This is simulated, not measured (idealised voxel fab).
voxel self aligned contacts: a process module
The cross-section shown here is cut; it is 215 nm wide and divided into square cells measuring 5 nm on a side.
Cross-section, as written here: a square-cell grid given band by band from the top down, where a band holds one or more rows of cells.
First you get the band's top height and its bottom height, in nm, and then the materials it's made of, left to right, with each width in nm. If you see a single material with "edge to edge", that one covers the band edge to edge. "air" is empty space.
Zero point of the height axis is 0; under it, received wafer = one material. Lowest band: continues down indefinitely, "top 0, no bottom".
A width such as "30..40" changes by the same amount from each row of cells to the next, from the band's top row to its bottom row.
When a step is marked "no change occurred", none of the cells in the cross-section changed during that step.
For the entry "Enclosed empty spaces", the listed items are empty spaces with no open way to the top whose size is 8 cells or more; each item follows the pattern width x height at distance, where distance is from the left edge and all three are in nm.
Post-settings text on a step line: simulator's own remark regarding the step.
overlay nm: mask offset rightward from planned place, masked step; negative means leftward offset.
[Listed below are the process steps as planned]
1. RECEIVE,material Si
2. OXIDIZE,depth nm 5
3. DIRECTIONAL_DEP,material polySi,thk nm 20
4. DIRECTIONAL_DEP,material SiN,thk nm 20
5. PATTERN,tone cover,mask id GATE,material resist,width nm 15,pitch nm 60,thk nm 20,overlay nm 0
6. DIRECTIONAL_ETCH,etch materials SiN,depth nm 20
7. DIRECTIONAL_ETCH,etch materials polySi,depth nm 20
8. STRIP,etch materials resist
9. CONFORMAL_DEP,material SiN,thk nm 10
10. DIRECTIONAL_ETCH,etch materials SiN,depth nm 10
11. FILL_DEP,material SiO2,thk nm 15
12. CMP,height nm 45
13. DIRECTIONAL_DEP,material aC,thk nm 15
14. PATTERN,tone open,mask id CONTACT,material resist,width nm 45,pitch nm 60,thk nm 35,overlay nm 0
15. DIRECTIONAL_ETCH,etch materials aC,depth nm 15
16. STRIP,etch materials resist
17. DIRECTIONAL_ETCH,etch materials SiO2,depth nm 50
18. STRIP,etch materials aC
19. CONFORMAL_DEP,material TiN,thk nm 5
20. FILL_DEP,material W,thk nm 5
21. CMP,height nm 45
22. CONFORMAL_DEP,material SiN,thk nm 5
It is noted that the wafers described herein are identical at the outset and are distinguished by the width nm of step 5; the value stated in the plan corresponds to the first wafer.
[Received wafers, first of several: cross-section after step 1]
> top 0, no bottom  Si edge to edge
> Enclosed empty spaces: none
[End of module: cross-section of the first of several wafers after step 22, the last step]
> top 50, bottom 45  SiN edge to edge
> top 45, bottom 40  SiO2: 55  TiN: 15  W: 15  TiN: 15  SiO2: 15  TiN: 15  W: 15  TiN: 15  SiO2: 55
> top 40, bottom 20  SiO2: 30  SiN: 35  TiN: 5  W: 15  TiN: 5  SiN: 35  TiN: 5  W: 15  TiN: 5  SiN: 35  SiO2: 30
> top 20, bottom 0  SiO2: 30  SiN: 10  polySi: 15  SiN: 10  TiN: 5  W: 15  TiN: 5  SiN: 10  polySi: 15  SiN: 10  TiN: 5  W: 15  TiN: 5  SiN: 10  polySi: 15  SiN: 10  SiO2: 30
> top 0, bottom -5  SiO2: 65  TiN: 25  SiO2: 35  TiN: 25  SiO2: 65
> top -5, no bottom  Si edge to edge
> Enclosed empty spaces: none
[So this is the cross-section on the last wafer at the end of the module]
> top 50, bottom 45  SiN edge to edge
> top 45, bottom 40  SiO2: 55  TiN: 45  SiO2: 15  TiN: 45  SiO2: 55
> top 40, bottom 20  SiO2: 20  SiN: 180  SiO2: 15
> top 20, bottom 0  SiO2: 20  SiN: 10  polySi: 40  SiN: 20  polySi: 40  SiN: 20  polySi: 40  SiN: 10  SiO2: 15
> top 0, bottom -5  SiO2 edge to edge
> top -5, no bottom  Si edge to edge
> Enclosed empty spaces: none
[For your reference, the table is organized with a row per wafer; each row reflects the wafer at the end of the module, indicating for each material the cells gained (+) or lost (-) since receipt, and thereafter its closed voids]
width nm 15, -43 Si, +175 SiN, +154 SiO2, +54 TiN, +54 W, +36 polySi, Enclosed empty spaces: none
width nm 20, -43 Si, +187 SiN, +148 SiO2, +54 TiN, +36 W, +48 polySi, Enclosed empty spaces: none
width nm 25, -43 Si, +199 SiN, +142 SiO2, +54 TiN, +18 W, +60 polySi, Enclosed empty spaces: none
width nm 30, -43 Si, +211 SiN, +136 SiO2, +54 TiN, +72 polySi, Enclosed empty spaces: none
width nm 35, -43 Si, +223 SiN, +130 SiO2, +36 TiN, +84 polySi, Enclosed empty spaces: none
width nm 40, -43 Si, +235 SiN, +124 SiO2, +18 TiN, +96 polySi, Enclosed empty spaces: none
